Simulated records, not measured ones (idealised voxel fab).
You're looking at the process module voxel wiring stack.
Square cell edge 5 nm, section width 230 nm, ID cut.
Just so we're on the same page, the cross-sections are grids of square cells, and they're listed out in bands top to bottom, each band one or more rows deep.
Read a band's entry like this: the first values are the height of its top and the height of its bottom in nm, and what follows is the sequence of materials from left to right, each with its width in nm. Note that "air" is empty space, and that a single material marked "edge to edge" reaches across the band from edge to edge.
Zero point of the height axis is 0; under it, received wafer = one material. Lowest band: continues down indefinitely, "z 0 and below".
When a width is written as two numbers, as in "30..40", the first number is the width in the top row of cells of the band and the second is the width in its bottom row, and the width changes by the same amount from each row to the next.
The cross-section has no changed cell in any step marked "all unchanged".
Enclosed voids (no open way to top), threshold 8 cells or more, entry "Completely sealed voids", notation width x height at distance, distance from left edge, nm.
That trailing text on a step's line, after the settings, is the simulator's own remark on the step.
overlay nm: where the mask lay relative to plan, measured to the right, on steps with a mask; negatives go left.
The following list gives the planned process steps:
1,RECEIVE,material Si
2,CONFORMAL_DEP,material SiO2,thk nm 10
3,DIRECTIONAL_DEP,material TiN,thk nm 5
4,DIRECTIONAL_DEP,material W,thk nm 20
5,PATTERN,tone cover,mask id METAL_1,material resist,width nm 25,pitch nm 40,thk nm 20,overlay nm 0
6,DIRECTIONAL_ETCH,etch materials W,depth nm 20
7,DIRECTIONAL_ETCH,etch materials TiN,depth nm 5
8,STRIP,etch materials resist
9,CONFORMAL_DEP,material SiN,thk nm 5
10,FILL_DEP,material SiO2,thk nm 10
11,CMP,height nm 35
12,CONFORMAL_DEP,material SiCN,thk nm 5
13,DIRECTIONAL_DEP,material lowk,thk nm 15
14,MASKED_ETCH,tone open,mask id PLUG_1,width nm 15,pitch nm 80,etch materials lowk,depth nm 15,overlay nm 0
15,MASKED_ETCH,tone open,mask id PLUG_1,width nm 15,pitch nm 80,etch materials SiCN,depth nm 5,overlay nm 0
16,EPI,material Ru,thk nm 10
17,EPI,material Ru,thk nm 10
18,DIRECTIONAL_DEP,material TiN,thk nm 5
19,DIRECTIONAL_DEP,material Ru,thk nm 15
20,DIRECTIONAL_DEP,material aC,thk nm 10
21,PATTERN,tone cover,mask id METAL_2,material resist,width nm 25,pitch nm 40,thk nm 30,overlay nm 0
22,DIRECTIONAL_ETCH,etch materials aC,depth nm 10
23,STRIP,etch materials resist
24,DIRECTIONAL_ETCH,etch materials Ru,depth nm 15
25,DIRECTIONAL_ETCH,etch materials TiN,depth nm 5
26,STRIP,etch materials aC
27,CONFORMAL_DEP,material SiCN,thk nm 5
28,FILL_DEP,material lowk,thk nm 5
29,CMP,height nm 75
30,CONFORMAL_DEP,material SiCN,thk nm 5
31,DIRECTIONAL_DEP,material SiO2,thk nm 35
32,MASKED_ETCH,tone open,mask id METAL_3_HOLES,width nm 15,pitch nm 40,etch materials SiO2,depth nm 35,overlay nm 0
33,DIRECTIONAL_DEP,material aC,thk nm 15
34,PATTERN,tone open,mask id METAL_3,material resist,width nm 25,pitch nm 40,thk nm 30,overlay nm 0
35,DIRECTIONAL_ETCH,etch materials aC,depth nm 15
36,STRIP,etch materials resist
37,DIRECTIONAL_ETCH,etch materials SiO2,depth nm 20
38,DIRECTIONAL_ETCH,etch materials SiCN,depth nm 5
39,STRIP,etch materials aC
40,CONFORMAL_DEP,material TiN,thk nm 5
41,FILL_DEP,material Cu,thk nm 10
42,CMP,height nm 115
43,CONFORMAL_DEP,material SiCN,thk nm 5
44,DIRECTIONAL_DEP,material lowk,thk nm 25
45,DIRECTIONAL_DEP,material aC,thk nm 15
46,PATTERN,tone open,mask id METAL_4_HOLES,material resist,width nm 15,pitch nm 40,thk nm 35,overlay nm 0
47,DIRECTIONAL_ETCH,etch materials aC,depth nm 15
48,STRIP,etch materials resist
49,DIRECTIONAL_ETCH,etch materials lowk,depth nm 25
50,STRIP,etch materials aC
51,MASKED_ETCH,tone open,mask id METAL_4,width nm 15,pitch nm 40,etch materials lowk,depth nm 15,overlay nm 0
52,MASKED_ETCH,tone open,mask id METAL_4,width nm 25,pitch nm 40,etch materials SiCN,depth nm 5,overlay nm 0
53,CONFORMAL_DEP,material TiN,thk nm 5
54,FILL_DEP,material Ru,thk nm 10
55,CMP,height nm 145
56,CONFORMAL_DEP,material SiCN,thk nm 5
Keep in mind the plan's value for the width nm of step 51 comes from the first wafer; the wafers don't share that setting, but they do share the same starting point.
Cross-section of the first of several received wafers, showing its state after step 1:
- z 0 and below = Si edge to edge
- Completely sealed voids: none
The figure below presents a cross-section of the first of several wafers at the conclusion of the module, following its last step, step 56:
- z 150 to 145 = SiCN edge to edge
- z 145 to 135 = lowk=60 | TiN=5 | Ru=10 | TiN=5 | lowk=20 | TiN=5 | Ru=10 | TiN=5 | lowk=20 | TiN=5 | Ru=10 | TiN=5 | lowk=70
- z 135 to 130 = lowk=60 | TiN=5 | Ru=5 | TiN=10 | lowk=20 | TiN=5 | Ru=5 | TiN=10 | lowk=20 | TiN=5 | Ru=5 | TiN=10 | lowk=70
- z 130 to 120 = lowk=60 | TiN=5 | Ru=5 | TiN=5 | lowk=25 | TiN=5 | Ru=5 | TiN=5 | lowk=25 | TiN=5 | Ru=5 | TiN=5 | lowk=75
- z 120 to 115 = SiCN=60 | TiN=15 | SiCN=25 | TiN=15 | SiCN=25 | TiN=15 | SiCN=75
- z 115 to 100 = SiO2=60 | TiN=5 | Cu=15 | TiN=5 | SiO2=15 | TiN=5 | Cu=15 | TiN=5 | SiO2=15 | TiN=5 | Cu=15 | TiN=5 | SiO2=65
- z 100 to 95 = SiO2=60 | TiN=5 | Cu=5 | TiN=15 | SiO2=15 | TiN=5 | Cu=5 | TiN=15 | SiO2=15 | TiN=5 | Cu=5 | TiN=15 | SiO2=65
- z 95 to 80 = SiO2=60 | TiN=5 | Cu=5 | TiN=5 | SiO2=25 | TiN=5 | Cu=5 | TiN=5 | SiO2=25 | TiN=5 | Cu=5 | TiN=5 | SiO2=75
- z 80 to 75 = SiCN=60 | TiN=15 | SiCN=25 | TiN=15 | SiCN=25 | TiN=15 | SiCN=75
- z 75 to 60 = lowk=55 | SiCN=5 | Ru=25 | SiCN=5 | lowk=5 | SiCN=5 | Ru=25 | SiCN=5 | lowk=5 | SiCN=5 | Ru=25 | SiCN=5 | lowk=60
- z 60 to 55 = SiCN=60 | TiN=25 | SiCN=15 | TiN=25 | SiCN=15 | TiN=25 | SiCN=65
- z 55 to 40 = lowk=60 | Ru=15 | lowk=65 | Ru=15 | lowk=75
- z 40 to 35 = SiCN=60 | Ru=15 | SiCN=65 | Ru=15 | SiCN=75
- z 35 to 15 = SiO2=55 | SiN=5 | W=25 | SiN=5 | SiO2=5 | SiN=5 | W=25 | SiN=5 | SiO2=5 | SiN=5 | W=25 | SiN=5 | SiO2=60
- z 15 to 10 = SiN=60 | TiN=25 | SiN=15 | TiN=25 | SiN=15 | TiN=25 | SiN=65
- z 10 to 0 = SiO2 edge to edge
- z 0 and below = Si edge to edge
- Completely sealed voids: none
Last wafer, end of module, cross-section:
- z 150 to 145 = SiCN edge to edge
- z 145 to 135 = lowk=60 | TiN=5 | Ru=15 | TiN=5 | lowk=15 | TiN=5 | Ru=15 | TiN=5 | lowk=15 | TiN=5 | Ru=15 | TiN=5 | lowk=65
- z 135 to 130 = lowk=60 | TiN=5 | Ru=5 | TiN=15 | lowk=15 | TiN=5 | Ru=5 | TiN=15 | lowk=15 | TiN=5 | Ru=5 | TiN=15 | lowk=65
- z 130 to 120 = lowk=60 | TiN=5 | Ru=5 | TiN=5 | lowk=25 | TiN=5 | Ru=5 | TiN=5 | lowk=25 | TiN=5 | Ru=5 | TiN=5 | lowk=75
- z 120 to 115 = SiCN=60 | TiN=15 | SiCN=25 | TiN=15 | SiCN=25 | TiN=15 | SiCN=75
- z 115 to 100 = SiO2=60 | TiN=5 | Cu=15 | TiN=5 | SiO2=15 | TiN=5 | Cu=15 | TiN=5 | SiO2=15 | TiN=5 | Cu=15 | TiN=5 | SiO2=65
- z 100 to 95 = SiO2=60 | TiN=5 | Cu=5 | TiN=15 | SiO2=15 | TiN=5 | Cu=5 | TiN=15 | SiO2=15 | TiN=5 | Cu=5 | TiN=15 | SiO2=65
- z 95 to 80 = SiO2=60 | TiN=5 | Cu=5 | TiN=5 | SiO2=25 | TiN=5 | Cu=5 | TiN=5 | SiO2=25 | TiN=5 | Cu=5 | TiN=5 | SiO2=75
- z 80 to 75 = SiCN=60 | TiN=15 | SiCN=25 | TiN=15 | SiCN=25 | TiN=15 | SiCN=75
- z 75 to 60 = lowk=55 | SiCN=5 | Ru=25 | SiCN=5 | lowk=5 | SiCN=5 | Ru=25 | SiCN=5 | lowk=5 | SiCN=5 | Ru=25 | SiCN=5 | lowk=60
- z 60 to 55 = SiCN=60 | TiN=25 | SiCN=15 | TiN=25 | SiCN=15 | TiN=25 | SiCN=65
- z 55 to 40 = lowk=60 | Ru=15 | lowk=65 | Ru=15 | lowk=75
- z 40 to 35 = SiCN=60 | Ru=15 | SiCN=65 | Ru=15 | SiCN=75
- z 35 to 15 = SiO2=55 | SiN=5 | W=25 | SiN=5 | SiO2=5 | SiN=5 | W=25 | SiN=5 | SiO2=5 | SiN=5 | W=25 | SiN=5 | SiO2=60
- z 15 to 10 = SiN=60 | TiN=25 | SiN=15 | TiN=25 | SiN=15 | TiN=25 | SiN=65
- z 10 to 0 = SiO2 edge to edge
- z 0 and below = Si edge to edge
- Completely sealed voids: none
Rows = wafers. At module end, each row lists per material the cells gained (+) or lost (-) since the wafer was received, then the closed voids:
width nm 15, +39 Cu, +90 Ru, +209 SiCN, +55 SiN, +427 SiO2, +129 TiN, +60 W, +371 lowk, Completely sealed voids: none
width nm 20, +39 Cu, +96 Ru, +209 SiCN, +55 SiN, +427 SiO2, +132 TiN, +60 W, +362 lowk, Completely sealed voids: none
width nm 25, +39 Cu, +96 Ru, +209 SiCN, +55 SiN, +427 SiO2, +132 TiN, +60 W, +362 lowk, Completely sealed voids: none
